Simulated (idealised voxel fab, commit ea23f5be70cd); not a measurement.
This is a process module. Its name is voxel wiring stack.
Pictured: cross-section cut, 300 nm wide, on a grid of 5 nm square cells.
Cross-section, as written here: a square-cell grid given band by band from the top down, where a band holds one or more rows of cells. Look at the band entry: it leads with the top's height and the bottom's height in nm. Then it lists the materials left to right, with a width in nm for each. The word "full width" on a single material says that material fills the band edge to edge. The word "air" is empty space. Height is counted from the level 0, under which the received wafer is composed throughout of one material. The lowest of the bands is not closed at the bottom but continues downward, in the notation "top 0, no bottom". Width: "30->40" (first number = top row, second number = bottom row, same change from row to row of cells). Where a step carries "remains unaltered", the cross-section came out of it unchanged, cell for cell. "Fully sealed voids" means: voids of 8 cells or more that are shut off from the top with no open way through. Written width x height at distance, distance from the left edge, in nm. The remark found on a step's line after its settings is issued by the simulator itself and pertains to that step. overlay nm: for a step with a mask, the amount by which the mask lay right of where it was planned; a negative amount means left of it. Below you will find pairs of cross-sections. In each, one shows the wafer before one process step and the other after it, with the after view ending at the lowest band that changed. Under each pair is the step separating them, along with its settings. Do not assume the pairs form a chain: they can come from different runs of this module on the same starting wafer, and a pair continues from the pair above it only when its "Pre-process" entry says so.
### Pre-process
    top 85, bottom 80 | 85 nm SiCN; 15 nm air; 20 nm SiCN; 15 nm air; 20 nm SiCN; 15 nm air; 20 nm SiCN; 15 nm air; 95 nm SiCN
    top 80, bottom 70 | 85 nm SiO2; 5 nm TiN; 10 nm Cu; 5 nm TiN; 15 nm SiO2; 5 nm TiN; 10 nm Cu; 5 nm TiN; 15 nm SiO2; 5 nm TiN; 10 nm Cu; 5 nm TiN; 15 nm SiO2; 5 nm TiN; 10 nm Cu; 5 nm TiN; 90 nm SiO2
    top 70, bottom 65 | 85 nm SiO2; 5 nm TiN; 5 nm Cu; 10 nm TiN; 15 nm SiO2; 5 nm TiN; 5 nm Cu; 10 nm TiN; 15 nm SiO2; 5 nm TiN; 5 nm Cu; 10 nm TiN; 15 nm SiO2; 5 nm TiN; 5 nm Cu; 10 nm TiN; 90 nm SiO2
    top 65, bottom 50 | 85 nm SiO2; 5 nm TiN; 5 nm Cu; 5 nm TiN; 20 nm SiO2; 5 nm TiN; 5 nm Cu; 5 nm TiN; 20 nm SiO2; 5 nm TiN; 5 nm Cu; 5 nm TiN; 20 nm SiO2; 5 nm TiN; 5 nm Cu; 5 nm TiN; 95 nm SiO2
    top 50, bottom 45 | 85 nm SiCN; 15 nm TiN; 20 nm SiCN; 15 nm TiN; 20 nm SiCN; 15 nm TiN; 20 nm SiCN; 15 nm TiN; 95 nm SiCN
    top 45, bottom 20 | 85 nm SiO2; 20 nm Ru; 15 nm SiO2; 20 nm Ru; 15 nm SiO2; 20 nm Ru; 15 nm SiO2; 20 nm Ru; 90 nm SiO2
    top 20, bottom 15 | 85 nm SiO2; 20 nm TiN; 15 nm SiO2; 20 nm TiN; 15 nm SiO2; 20 nm TiN; 15 nm SiO2; 20 nm TiN; 90 nm SiO2
    top 15, bottom 0 | SiO2 full width
    top 0, no bottom | Si full width
    Fully sealed voids: none
### Resultant Cross-Section
    top 90, bottom 85 | 80 nm air; 25 nm Ru; 10 nm air; 25 nm Ru; 10 nm air; 25 nm Ru; 10 nm air; 25 nm Ru; 90 nm air
    top 85, bottom 80 | 85 nm SiCN; 15 nm Ru; 20 nm SiCN; 15 nm Ru; 20 nm SiCN; 15 nm Ru; 20 nm SiCN; 15 nm Ru; 95 nm SiCN
    All layers under 80 are left as they were.
    Fully sealed voids: none
So what happens between those two cross-sections up there? EPI: material Ru, thk nm 10
Pre-process: For the state before this step, see the after cross-section of the pair located directly above.
### Resultant Cross-Section
    top 95, bottom 85 | 75 nm air; 140 nm Ru; 85 nm air
    All layers under 85 are left as they were.
    Fully sealed voids: none
So what happens between those two cross-sections up there? EPI: material Ru, thk nm 5
Pre-process: For the state before this step, see the after cross-section of the pair located directly above.
### Resultant Cross-Section
    top 100, bottom 95 | 75 nm air; 140 nm TiN; 85 nm air
    top 95, bottom 90 | 75 nm air; 140 nm Ru; 85 nm air
    top 90, bottom 85 | 75 nm TiN; 140 nm Ru; 85 nm TiN
    All layers under 85 are left as they were.
    Fully sealed voids: none
So what happens between those two cross-sections up there? DIRECTIONAL_DEP: material TiN, thk nm 5
Pre-process: For the state before this step, see the after cross-section of the pair located directly above.
### Resultant Cross-Section
    top 120, bottom 110 | 75 nm air; 140 nm Ru; 85 nm air
    top 110, bottom 100 | Ru full width
    top 100, bottom 95 | 75 nm Ru; 140 nm TiN; 85 nm Ru
    top 95, bottom 90 | Ru full width
    All layers under 90 are left as they were.
    Fully sealed voids: none
So what happens between those two cross-sections up there? DIRECTIONAL_DEP: material Ru, thk nm 20
Pre-process: For the state before this step, see the after cross-section of the pair located directly above.
### Resultant Cross-Section
    top 120, bottom 100 | 85 nm air; 20 nm Ru; 15 nm air; 20 nm Ru; 15 nm air; 20 nm Ru; 15 nm air; 20 nm Ru; 90 nm air
    top 100, bottom 95 | 75 nm air; 140 nm TiN; 85 nm air
    top 95, bottom 90 | 75 nm air; 140 nm Ru; 85 nm air
    All layers under 90 are left as they were.
    Fully sealed voids: none
So what happens between those two cross-sections up there? MASKED_ETCH: tone cover, mask id METAL_3, width nm 20, pitch nm 35, etch materials Ru, depth nm 20, overlay nm 0
Pre-process: For the state before this step, see the after cross-section of the pair located directly above.
### Resultant Cross-Section
    top 120, bottom 100 | 85 nm air; 20 nm Ru; 15 nm air; 20 nm Ru; 15 nm air; 20 nm Ru; 15 nm air; 20 nm Ru; 90 nm air
    top 100, bottom 95 | 85 nm air; 20 nm TiN; 15 nm air; 20 nm TiN; 15 nm air; 20 nm TiN; 15 nm air; 20 nm TiN; 90 nm air
    top 95, bottom 85 | 75 nm air; 140 nm Ru; 85 nm air
    All layers under 85 are left as they were.
    Fully sealed voids: none
So what happens between those two cross-sections up there? MASKED_ETCH: tone cover, mask id METAL_3, width nm 20, pitch nm 35, etch materials TiN, depth nm 5, overlay nm 0
Pre-process: For the state before this step, see the after cross-section of the pair located directly above.
### Resultant Cross-Section
    top 130, bottom 120 | SiO2 full width
    top 120, bottom 100 | 85 nm SiO2; 20 nm Ru; 15 nm SiO2; 20 nm Ru; 15 nm SiO2; 20 nm Ru; 15 nm SiO2; 20 nm Ru; 90 nm SiO2
    top 100, bottom 95 | 85 nm SiO2; 20 nm TiN; 15 nm SiO2; 20 nm TiN; 15 nm SiO2; 20 nm TiN; 15 nm SiO2; 20 nm TiN; 90 nm SiO2
    top 95, bottom 85 | 75 nm SiO2; 140 nm Ru; 85 nm SiO2
    All layers under 85 are left as they were.
    Fully sealed voids: none
So what happens between those two cross-sections up there? FILL_DEP: material SiO2, thk nm 10
Pre-process: For the state before this step, see the after cross-section of the pair located directly above.
### Resultant Cross-Section
    top 120, bottom 100 | 85 nm SiO2; 20 nm Ru; 15 nm SiO2; 20 nm Ru; 15 nm SiO2; 20 nm Ru; 15 nm SiO2; 20 nm Ru; 90 nm SiO2
    All layers under 100 are left as they were.
    Fully sealed voids: none
So what happens between those two cross-sections up there? CMP: height nm 120
Pre-process: For the state before this step, see the after cross-section of the pair located directly above.
### Resultant Cross-Section
    top 125, bottom 120 | SiCN full width
    All layers under 120 are left as they were.
    Fully sealed voids: none
So what happens between those two cross-sections up there? CONFORMAL_DEP: material SiCN, thk nm 5
Pre-process: For the state before this step, see the after cross-section of the pair located directly above.
### Resultant Cross-Section
    top 145, bottom 125 | SiO2 full width
    All layers under 125 are left as they were.
    Fully sealed voids: none
So what happens between those two cross-sections up there? DIRECTIONAL_DEP: material SiO2, thk nm 20
Pre-process: For the state before this step, see the after cross-section of the pair located directly above.
### Resultant Cross-Section
    top 155, bottom 145 | aC full width
    All layers under 145 are left as they were.
    Fully sealed voids: none
So what happens between those two cross-sections up there? DIRECTIONAL_DEP: material aC, thk nm 10
Pre-process: For the state before this step, see the after cross-section of the pair located directly above.
### Resultant Cross-Section
    top 180, bottom 155 | 85 nm resist; 15 nm air; 20 nm resist; 15 nm air; 20 nm resist; 15 nm air; 20 nm resist; 15 nm air; 95 nm resist
    All layers under 155 are left as they were.
    Fully sealed voids: none
So what happens between those two cross-sections up there? PATTERN: tone open, mask id PLUG_3, material resist, width nm 15, pitch nm 35, thk nm 25, overlay nm 0
Pre-process: For the state before this step, see the after cross-section of the pair located directly above.
### Resultant Cross-Section
    top 170, bottom 155 | 85 nm resist; 15 nm air; 20 nm resist; 15 nm air; 20 nm resist; 15 nm air; 20 nm resist; 15 nm air; 95 nm resist
    top 155, bottom 145 | 85 nm aC; 15 nm air; 20 nm aC; 15 nm air; 20 nm aC; 15 nm air; 20 nm aC; 15 nm air; 95 nm aC
    All layers under 145 are left as they were.
    Fully sealed voids: none
So what happens between those two cross-sections up there? DIRECTIONAL_ETCH: etch materials aC, depth nm 10
Pre-process: For the state before this step, see the after cross-section of the pair located directly above.
### Resultant Cross-Section
    top 155, bottom 145 | 85 nm aC; 15 nm air; 20 nm aC; 15 nm air; 20 nm aC; 15 nm air; 20 nm aC; 15 nm air; 95 nm aC
    All layers under 145 are left as they were.
    Fully sealed voids: none
So what happens between those two cross-sections up there? STRIP: etch materials resist
Pre-process: For the state before this step, see the after cross-section of the pair located directly above.
### Resultant Cross-Section
    top 155, bottom 145 | 85 nm aC; 15 nm air; 20 nm aC; 15 nm air; 20 nm aC; 15 nm air; 20 nm aC; 15 nm air; 95 nm aC
    top 145, bottom 125 | 85 nm SiO2; 15 nm air; 20 nm SiO2; 15 nm air; 20 nm SiO2; 15 nm air; 20 nm SiO2; 15 nm air; 95 nm SiO2
    All layers under 125 are left as they were.
    Fully sealed voids: none
So what happens between those two cross-sections up there? DIRECTIONAL_ETCH: etch materials SiO2, depth nm 20
Pre-process: For the state before this step, see the after cross-section of the pair located directly above.
### Resultant Cross-Section
    top 155, bottom 145 | 85 nm aC; 15 nm air; 20 nm aC; 15 nm air; 20 nm aC; 15 nm air; 20 nm aC; 15 nm air; 95 nm aC
    top 145, bottom 125 | 85 nm SiO2; 15 nm air; 20 nm SiO2; 15 nm air; 20 nm SiO2; 15 nm air; 20 nm SiO2; 15 nm air; 95 nm SiO2
    top 125, bottom 120 | 85 nm SiCN; 15 nm air; 20 nm SiCN; 15 nm air; 20 nm SiCN; 15 nm air; 20 nm SiCN; 15 nm air; 95 nm SiCN
    All layers under 120 are left as they were.
    Fully sealed voids: none
So what happens between those two cross-sections up there? DIRECTIONAL_ETCH: etch materials SiCN, depth nm 5
Pre-process: For the state before this step, see the after cross-section of the pair located directly above.
### Resultant Cross-Section
    top 145, bottom 125 | 85 nm SiO2; 15 nm air; 20 nm SiO2; 15 nm air; 20 nm SiO2; 15 nm air; 20 nm SiO2; 15 nm air; 95 nm SiO2
    All layers under 125 are left as they were.
    Fully sealed voids: none
So what happens between those two cross-sections up there? STRIP: etch materials aC
Pre-process: For the state before this step, see the after cross-section of the pair located directly above.
### Resultant Cross-Section
    top 150, bottom 145 | 90 nm TiN; 5 nm air; 30 nm TiN; 5 nm air; 30 nm TiN; 5 nm air; 30 nm TiN; 5 nm air; 100 nm TiN
    top 145, bottom 125 | 85 nm SiO2; 5 nm TiN; 5 nm air; 5 nm TiN; 20 nm SiO2; 5 nm TiN; 5 nm air; 5 nm TiN; 20 nm SiO2; 5 nm TiN; 5 nm air; 5 nm TiN; 20 nm SiO2; 5 nm TiN; 5 nm air; 5 nm TiN; 95 nm SiO2
    top 125, bottom 120 | 85 nm SiCN; 15 nm TiN; 20 nm SiCN; 15 nm TiN; 20 nm SiCN; 15 nm TiN; 20 nm SiCN; 15 nm TiN; 95 nm SiCN
    All layers under 120 are left as they were.
    Fully sealed voids: none
So what happens between those two cross-sections up there? CONFORMAL_DEP: material TiN, thk nm 5
Pre-process: For the state before this step, see the after cross-section of the pair located directly above.
### Resultant Cross-Section
    top 160, bottom 150 | Cu full width
    top 150, bottom 145 | 90 nm TiN; 5 nm Cu; 30 nm TiN; 5 nm Cu; 30 nm TiN; 5 nm Cu; 30 nm TiN; 5 nm Cu; 100 nm TiN
    top 145, bottom 125 | 85 nm SiO2; 5 nm TiN; 5 nm Cu; 5 nm TiN; 20 nm SiO2; 5 nm TiN; 5 nm Cu; 5 nm TiN; 20 nm SiO2; 5 nm TiN; 5 nm Cu; 5 nm TiN; 20 nm SiO2; 5 nm TiN; 5 nm Cu; 5 nm TiN; 95 nm SiO2
    All layers under 125 are left as they were.
    Fully sealed voids: none
So what happens between those two cross-sections up there? FILL_DEP: material Cu, thk nm 10
Pre-process: For the state before this step, see the after cross-section of the pair located directly above.
### Resultant Cross-Section
    top 145, bottom 125 | 85 nm SiO2; 5 nm TiN; 5 nm Cu; 5 nm TiN; 20 nm SiO2; 5 nm TiN; 5 nm Cu; 5 nm TiN; 20 nm SiO2; 5 nm TiN; 5 nm Cu; 5 nm TiN; 20 nm SiO2; 5 nm TiN; 5 nm Cu; 5 nm TiN; 95 nm SiO2
    All layers under 125 are left as they were.
    Fully sealed voids: none
So what happens between those two cross-sections up there? CMP: height nm 145
Pre-process: For the state before this step, see the after cross-section of the pair located directly above.
### Resultant Cross-Section
    top 150, bottom 145 | TiN full width
    All layers under 145 are left as they were.
    Fully sealed voids: none
So what happens between those two cross-sections up there? DIRECTIONAL_DEP: material TiN, thk nm 5
Pre-process: For the state before this step, see the after cross-section of the pair located directly above.
### Resultant Cross-Section
    top 175, bottom 150 | W full width
    All layers under 150 are left as they were.
    Fully sealed voids: none
So what happens between those two cross-sections up there? DIRECTIONAL_DEP: material W, thk nm 25
Pre-process: For the state before this step, see the after cross-section of the pair located directly above.
### Resultant Cross-Section
    top 175, bottom 150 | 85 nm air; 20 nm W; 15 nm air; 20 nm W; 15 nm air; 20 nm W; 15 nm air; 20 nm W; 90 nm air
    All layers under 150 are left as they were.
    Fully sealed voids: none
So what happens between those two cross-sections up there? MASKED_ETCH: tone cover, mask id METAL_4, width nm 20, pitch nm 35, etch materials W, depth nm 25, overlay nm 0
Pre-process: For the state before this step, see the after cross-section of the pair located directly above.
### Resultant Cross-Section
    top 175, bottom 150 | 85 nm air; 20 nm W; 15 nm air; 20 nm W; 15 nm air; 20 nm W; 15 nm air; 20 nm W; 90 nm air
    top 150, bottom 145 | 85 nm air; 20 nm TiN; 15 nm air; 20 nm TiN; 15 nm air; 20 nm TiN; 15 nm air; 20 nm TiN; 90 nm air
    All layers under 145 are left as they were.
    Fully sealed voids: none
So what happens between those two cross-sections up there? MASKED_ETCH: tone cover, mask id METAL_4, width nm 20, pitch nm 35, etch materials TiN, depth nm 5, overlay nm 0
Pre-process: For the state before this step, see the after cross-section of the pair located directly above.
### Resultant Cross-Section
    top 180, bottom 175 | 80 nm air; 30 nm SiN; 5 nm air; 30 nm SiN; 5 nm air; 30 nm SiN; 5 nm air; 30 nm SiN; 85 nm air
    top 175, bottom 150 | 80 nm air; 5 nm SiN; 20 nm W; 5 nm SiN; 5 nm air; 5 nm SiN; 20 nm W; 5 nm SiN; 5 nm air; 5 nm SiN; 20 nm W; 5 nm SiN; 5 nm air; 5 nm SiN; 20 nm W; 5 nm SiN; 85 nm air
    top 150, bottom 145 | 85 nm SiN; 20 nm TiN; 15 nm SiN; 20 nm TiN; 15 nm SiN; 20 nm TiN; 15 nm SiN; 20 nm TiN; 90 nm SiN
    All layers under 145 are left as they were.
    Fully sealed voids: none
So what happens between those two cross-sections up there? CONFORMAL_DEP: material SiN, thk nm 5
Pre-process: For the state before this step, see the after cross-section of the pair located directly above.
### Resultant Cross-Section
    top 185, bottom 180 | lowk full width
    top 180, bottom 175 | 80 nm lowk; 30 nm SiN; 5 nm lowk; 30 nm SiN; 5 nm lowk; 30 nm SiN; 5 nm lowk; 30 nm SiN; 85 nm lowk
    top 175, bottom 150 | 80 nm lowk; 5 nm SiN; 20 nm W; 5 nm SiN; 5 nm lowk; 5 nm SiN; 20 nm W; 5 nm SiN; 5 nm lowk; 5 nm SiN; 20 nm W; 5 nm SiN; 5 nm lowk; 5 nm SiN; 20 nm W; 5 nm SiN; 85 nm lowk
    All layers under 150 are left as they were.
    Fully sealed voids: none
So what happens between those two cross-sections up there? FILL_DEP: material lowk, thk nm 5
Pre-process: For the state before this step, see the after cross-section of the pair located directly above.
### Resultant Cross-Section
    top 175, bottom 150 | 80 nm lowk; 5 nm SiN; 20 nm W; 5 nm SiN; 5 nm lowk; 5 nm SiN; 20 nm W; 5 nm SiN; 5 nm lowk; 5 nm SiN; 20 nm W; 5 nm SiN; 5 nm lowk; 5 nm SiN; 20 nm W; 5 nm SiN; 85 nm lowk
    All layers under 150 are left as they were.
    Fully sealed voids: none
So what happens between those two cross-sections up there? CMP: height nm 175
Pre-process: For the state before this step, see the after cross-section of the pair located directly above.
### Resultant Cross-Section
    top 180, bottom 175 | SiN full width
    All layers under 175 are left as they were.
    Fully sealed voids: none
So what happens between those two cross-sections up there? CONFORMAL_DEP: material SiN, thk nm 5
### Pre-process
    top 15, bottom 0 | SiO2 full width
    top 0, no bottom | Si full width
    Fully sealed voids: none
### Resultant Cross-Section
    top 30, bottom 0 | SiO2 full width
    All layers under 0 are left as they were.
    Fully sealed voids: none
So what happens between those two cross-sections up there? CONFORMAL_DEP: material SiO2, thk nm 15
Pre-process: For the state before this step, see the after cross-section of the pair located directly above.
### Resultant Cross-Section
    top 35, bottom 30 | TiN full width
    All layers under 30 are left as they were.
    Fully sealed voids: none
So what happens between those two cross-sections up there? DIRECTIONAL_DEP: material TiN, thk nm 5
Pre-process: For the state before this step, see the after cross-section of the pair located directly above.
### Resultant Cross-Section
    top 60, bottom 35 | Ru full width
    All layers under 35 are left as they were.
    Fully sealed voids: none
So what happens between those two cross-sections up there? DIRECTIONAL_DEP: material Ru, thk nm 25
Pre-process: For the state before this step, see the after cross-section of the pair located directly above.
### Resultant Cross-Section
    top 80, bottom 60 | 85 nm air; 20 nm resist; 15 nm air; 20 nm resist; 15 nm air; 20 nm resist; 15 nm air; 20 nm resist; 90 nm air
    All layers under 60 are left as they were.
    Fully sealed voids: none
So what happens between those two cross-sections up there? PATTERN: tone cover, mask id METAL_1, material resist, width nm 20, pitch nm 35, thk nm 20, overlay nm 0
Pre-process: For the state before this step, see the after cross-section of the pair located directly above.
### Resultant Cross-Section
    top 80, bottom 60 | 85 nm air; 20 nm resist; 15 nm air; 20 nm resist; 15 nm air; 20 nm resist; 15 nm air; 20 nm resist; 90 nm air
    top 60, bottom 35 | 85 nm air; 20 nm Ru; 15 nm air; 20 nm Ru; 15 nm air; 20 nm Ru; 15 nm air; 20 nm Ru; 90 nm air
    All layers under 35 are left as they were.
    Fully sealed voids: none
So what happens between those two cross-sections up there? DIRECTIONAL_ETCH: etch materials Ru, depth nm 25
Pre-process: For the state before this step, see the after cross-section of the pair located directly above.
### Resultant Cross-Section
    top 80, bottom 60 | 85 nm air; 20 nm resist; 15 nm air; 20 nm resist; 15 nm air; 20 nm resist; 15 nm air; 20 nm resist; 90 nm air
    top 60, bottom 35 | 85 nm air; 20 nm Ru; 15 nm air; 20 nm Ru; 15 nm air; 20 nm Ru; 15 nm air; 20 nm Ru; 90 nm air
    top 35, bottom 30 | 85 nm air; 20 nm TiN; 15 nm air; 20 nm TiN; 15 nm air; 20 nm TiN; 15 nm air; 20 nm TiN; 90 nm air
    All layers under 30 are left as they were.
    Fully sealed voids: none
So what happens between those two cross-sections up there? DIRECTIONAL_ETCH: etch materials TiN, depth nm 5
Pre-process: For the state before this step, see the after cross-section of the pair located directly above.
### Resultant Cross-Section
    top 60, bottom 35 | 85 nm air; 20 nm Ru; 15 nm air; 20 nm Ru; 15 nm air; 20 nm Ru; 15 nm air; 20 nm Ru; 90 nm air
    All layers under 35 are left as they were.
    Fully sealed voids: none
So what happens between those two cross-sections up there? STRIP: etch materials resist
Pre-process: For the state before this step, see the after cross-section of the pair located directly above.
### Resultant Cross-Section
    top 65, bottom 60 | SiO2 full width
    top 60, bottom 35 | 85 nm SiO2; 20 nm Ru; 15 nm SiO2; 20 nm Ru; 15 nm SiO2; 20 nm Ru; 15 nm SiO2; 20 nm Ru; 90 nm SiO2
    top 35, bottom 30 | 85 nm SiO2; 20 nm TiN; 15 nm SiO2; 20 nm TiN; 15 nm SiO2; 20 nm TiN; 15 nm SiO2; 20 nm TiN; 90 nm SiO2
    All layers under 30 are left as they were.
    Fully sealed voids: none
So what happens between those two cross-sections up there? FILL_DEP: material SiO2, thk nm 5
Pre-process: For the state before this step, see the after cross-section of the pair located directly above.
### Resultant Cross-Section
    top 45, bottom 35 | 85 nm SiO2; 20 nm Ru; 15 nm SiO2; 20 nm Ru; 15 nm SiO2; 20 nm Ru; 15 nm SiO2; 20 nm Ru; 90 nm SiO2
    All layers under 35 are left as they were.
    Fully sealed voids: none
So what happens between those two cross-sections up there? CMP: height nm 45
Pre-process: For the state before this step, see the after cross-section of the pair located directly above.
### Resultant Cross-Section
    top 50, bottom 45 | SiCN full width
    All layers under 45 are left as they were.
    Fully sealed voids: none
So what happens between those two cross-sections up there? CONFORMAL_DEP: material SiCN, thk nm 5
Pre-process: For the state before this step, see the after cross-section of the pair located directly above.
### Resultant Cross-Section
    top 80, bottom 50 | SiO2 full width
    All layers under 50 are left as they were.
    Fully sealed voids: none
So what happens between those two cross-sections up there? DIRECTIONAL_DEP: material SiO2, thk nm 30
Pre-process: For the state before this step, see the after cross-section of the pair located directly above.
### Resultant Cross-Section
    top 100, bottom 80 | 85 nm resist; 15 nm air; 20 nm resist; 15 nm air; 20 nm resist; 15 nm air; 20 nm resist; 15 nm air; 95 nm resist
    All layers under 80 are left as they were.
    Fully sealed voids: none
So what happens between those two cross-sections up there? PATTERN: tone open, mask id METAL_2_HOLES, material resist, width nm 15, pitch nm 35, thk nm 20, overlay nm 0
Pre-process: For the state before this step, see the after cross-section of the pair located directly above.
### Resultant Cross-Section
    top 100, bottom 80 | 85 nm resist; 15 nm air; 20 nm resist; 15 nm air; 20 nm resist; 15 nm air; 20 nm resist; 15 nm air; 95 nm resist
    top 80, bottom 50 | 85 nm SiO2; 15 nm air; 20 nm SiO2; 15 nm air; 20 nm SiO2; 15 nm air; 20 nm SiO2; 15 nm air; 95 nm SiO2
    All layers under 50 are left as they were.
    Fully sealed voids: none
So what happens between those two cross-sections up there? DIRECTIONAL_ETCH: etch materials SiO2, depth nm 30
Pre-process: For the state before this step, see the after cross-section of the pair located directly above.
### Resultant Cross-Section
    top 80, bottom 50 | 85 nm SiO2; 15 nm air; 20 nm SiO2; 15 nm air; 20 nm SiO2; 15 nm air; 20 nm SiO2; 15 nm air; 95 nm SiO2
    All layers under 50 are left as they were.
    Fully sealed voids: none
So what happens between those two cross-sections up there? STRIP: etch materials resist
Pre-process: For the state before this step, see the after cross-section of the pair located directly above.
### Resultant Cross-Section
    top 100, bottom 80 | 85 nm resist; 20 nm air; 15 nm resist; 20 nm air; 15 nm resist; 20 nm air; 15 nm resist; 20 nm air; 90 nm resist
    All layers under 80 are left as they were.
    Fully sealed voids: none
So what happens between those two cross-sections up there? PATTERN: tone open, mask id METAL_2, material resist, width nm 20, pitch nm 35, thk nm 20, overlay nm 0
Pre-process: For the state before this step, see the after cross-section of the pair located directly above.
### Resultant Cross-Section
    top 100, bottom 80 | 85 nm resist; 20 nm air; 15 nm resist; 20 nm air; 15 nm resist; 20 nm air; 15 nm resist; 20 nm air; 90 nm resist
    top 80, bottom 65 | 85 nm SiO2; 20 nm air; 15 nm SiO2; 20 nm air; 15 nm SiO2; 20 nm air; 15 nm SiO2; 20 nm air; 90 nm SiO2
    All layers under 65 are left as they were.
    Fully sealed voids: none
So what happens between those two cross-sections up there? DIRECTIONAL_ETCH: etch materials SiO2, depth nm 15
Pre-process: For the state before this step, see the after cross-section of the pair located directly above.
### Resultant Cross-Section
    top 100, bottom 80 | 85 nm resist; 20 nm air; 15 nm resist; 20 nm air; 15 nm resist; 20 nm air; 15 nm resist; 20 nm air; 90 nm resist
    top 80, bottom 65 | 85 nm SiO2; 20 nm air; 15 nm SiO2; 20 nm air; 15 nm SiO2; 20 nm air; 15 nm SiO2; 20 nm air; 90 nm SiO2
    top 65, bottom 50 | 85 nm SiO2; 15 nm air; 20 nm SiO2; 15 nm air; 20 nm SiO2; 15 nm air; 20 nm SiO2; 15 nm air; 95 nm SiO2
    top 50, bottom 45 | 85 nm SiCN; 15 nm air; 20 nm SiCN; 15 nm air; 20 nm SiCN; 15 nm air; 20 nm SiCN; 15 nm air; 95 nm SiCN
    All layers under 45 are left as they were.
    Fully sealed voids: none
So what happens between those two cross-sections up there? DIRECTIONAL_ETCH: etch materials SiCN, depth nm 5
Pre-process: For the state before this step, see the after cross-section of the pair located directly above.
### Resultant Cross-Section
    top 80, bottom 65 | 85 nm SiO2; 20 nm air; 15 nm SiO2; 20 nm air; 15 nm SiO2; 20 nm air; 15 nm SiO2; 20 nm air; 90 nm SiO2
    All layers under 65 are left as they were.
    Fully sealed voids: none
So what happens between those two cross-sections up there? STRIP: etch materials resist
Pre-process: For the state before this step, see the after cross-section of the pair located directly above.
### Resultant Cross-Section
    top 85, bottom 80 | 90 nm TiN; 10 nm air; 25 nm TiN; 10 nm air; 25 nm TiN; 10 nm air; 25 nm TiN; 10 nm air; 95 nm TiN
    top 80, bottom 70 | 85 nm SiO2; 5 nm TiN; 10 nm air; 5 nm TiN; 15 nm SiO2; 5 nm TiN; 10 nm air; 5 nm TiN; 15 nm SiO2; 5 nm TiN; 10 nm air; 5 nm TiN; 15 nm SiO2; 5 nm TiN; 10 nm air; 5 nm TiN; 90 nm SiO2
    top 70, bottom 65 | 85 nm SiO2; 5 nm TiN; 5 nm air; 10 nm TiN; 15 nm SiO2; 5 nm TiN; 5 nm air; 10 nm TiN; 15 nm SiO2; 5 nm TiN; 5 nm air; 10 nm TiN; 15 nm SiO2; 5 nm TiN; 5 nm air; 10 nm TiN; 90 nm SiO2
    top 65, bottom 50 | 85 nm SiO2; 5 nm TiN; 5 nm air; 5 nm TiN; 20 nm SiO2; 5 nm TiN; 5 nm air; 5 nm TiN; 20 nm SiO2; 5 nm TiN; 5 nm air; 5 nm TiN; 20 nm SiO2; 5 nm TiN; 5 nm air; 5 nm TiN; 95 nm SiO2
    top 50, bottom 45 | 85 nm SiCN; 15 nm TiN; 20 nm SiCN; 15 nm TiN; 20 nm SiCN; 15 nm TiN; 20 nm SiCN; 15 nm TiN; 95 nm SiCN
    All layers under 45 are left as they were.
    Fully sealed voids: none
So what happens between those two cross-sections up there? CONFORMAL_DEP: material TiN, thk nm 5
Pre-process: For the state before this step, see the after cross-section of the pair located directly above.
### Resultant Cross-Section
    top 95, bottom 85 | Cu full width
    top 85, bottom 80 | 90 nm TiN; 10 nm Cu; 25 nm TiN; 10 nm Cu; 25 nm TiN; 10 nm Cu; 25 nm TiN; 10 nm Cu; 95 nm TiN
    top 80, bottom 70 | 85 nm SiO2; 5 nm TiN; 10 nm Cu; 5 nm TiN; 15 nm SiO2; 5 nm TiN; 10 nm Cu; 5 nm TiN; 15 nm SiO2; 5 nm TiN; 10 nm Cu; 5 nm TiN; 15 nm SiO2; 5 nm TiN; 10 nm Cu; 5 nm TiN; 90 nm SiO2
    top 70, bottom 65 | 85 nm SiO2; 5 nm TiN; 5 nm Cu; 10 nm TiN; 15 nm SiO2; 5 nm TiN; 5 nm Cu; 10 nm TiN; 15 nm SiO2; 5 nm TiN; 5 nm Cu; 10 nm TiN; 15 nm SiO2; 5 nm TiN; 5 nm Cu; 10 nm TiN; 90 nm SiO2
    top 65, bottom 50 | 85 nm SiO2; 5 nm TiN; 5 nm Cu; 5 nm TiN; 20 nm SiO2; 5 nm TiN; 5 nm Cu; 5 nm TiN; 20 nm SiO2; 5 nm TiN; 5 nm Cu; 5 nm TiN; 20 nm SiO2; 5 nm TiN; 5 nm Cu; 5 nm TiN; 95 nm SiO2
    All layers under 50 are left as they were.
    Fully sealed voids: none
So what happens between those two cross-sections up there? FILL_DEP: material Cu, thk nm 10
Pre-process: For the state before this step, see the after cross-section of the pair located directly above.
### Resultant Cross-Section
    top 80, bottom 70 | 85 nm SiO2; 5 nm TiN; 10 nm Cu; 5 nm TiN; 15 nm SiO2; 5 nm TiN; 10 nm Cu; 5 nm TiN; 15 nm SiO2; 5 nm TiN; 10 nm Cu; 5 nm TiN; 15 nm SiO2; 5 nm TiN; 10 nm Cu; 5 nm TiN; 90 nm SiO2
    All layers under 70 are left as they were.
    Fully sealed voids: none
So what happens between those two cross-sections up there? CMP: height nm 80
Pre-process: For the state before this step, see the after cross-section of the pair located directly above.
### Resultant Cross-Section
    top 85, bottom 80 | SiCN full width
    All layers under 80 are left as they were.
    Fully sealed voids: none
So what happens between those two cross-sections up there? CONFORMAL_DEP: material SiCN, thk nm 5
Pre-process: For the state before this step, see the after cross-section of the pair located directly above.
### Resultant Cross-Section
    top 95, bottom 85 | SiO2 full width
    All layers under 85 are left as they were.
    Fully sealed voids: none
So what happens between those two cross-sections up there? DIRECTIONAL_DEP: material SiO2, thk nm 10
Pre-process: For the state before this step, see the after cross-section of the pair located directly above.
### Resultant Cross-Section
    top 95, bottom 85 | 85 nm SiO2; 15 nm air; 20 nm SiO2; 15 nm air; 20 nm SiO2; 15 nm air; 20 nm SiO2; 15 nm air; 95 nm SiO2
    All layers under 85 are left as they were.
    Fully sealed voids: none
So what happens between those two cross-sections up there? MASKED_ETCH: tone open, mask id PLUG_2, width nm 15, pitch nm 35, etch materials SiO2, depth nm 10, overlay nm 0
Pre-process: For the state before this step, see the after cross-section of the pair located directly above.
### Resultant Cross-Section
    top 95, bottom 85 | 85 nm SiO2; 15 nm air; 20 nm SiO2; 15 nm air; 20 nm SiO2; 15 nm air; 20 nm SiO2; 15 nm air; 95 nm SiO2
    top 85, bottom 80 | 85 nm SiCN; 15 nm air; 20 nm SiCN; 15 nm air; 20 nm SiCN; 15 nm air; 20 nm SiCN; 15 nm air; 95 nm SiCN
    All layers under 80 are left as they were.
    Fully sealed voids: none
So what happens between those two cross-sections up there? MASKED_ETCH: tone open, mask id PLUG_2, width nm 15, pitch nm 35, etch materials SiCN, depth nm 5, overlay nm 0
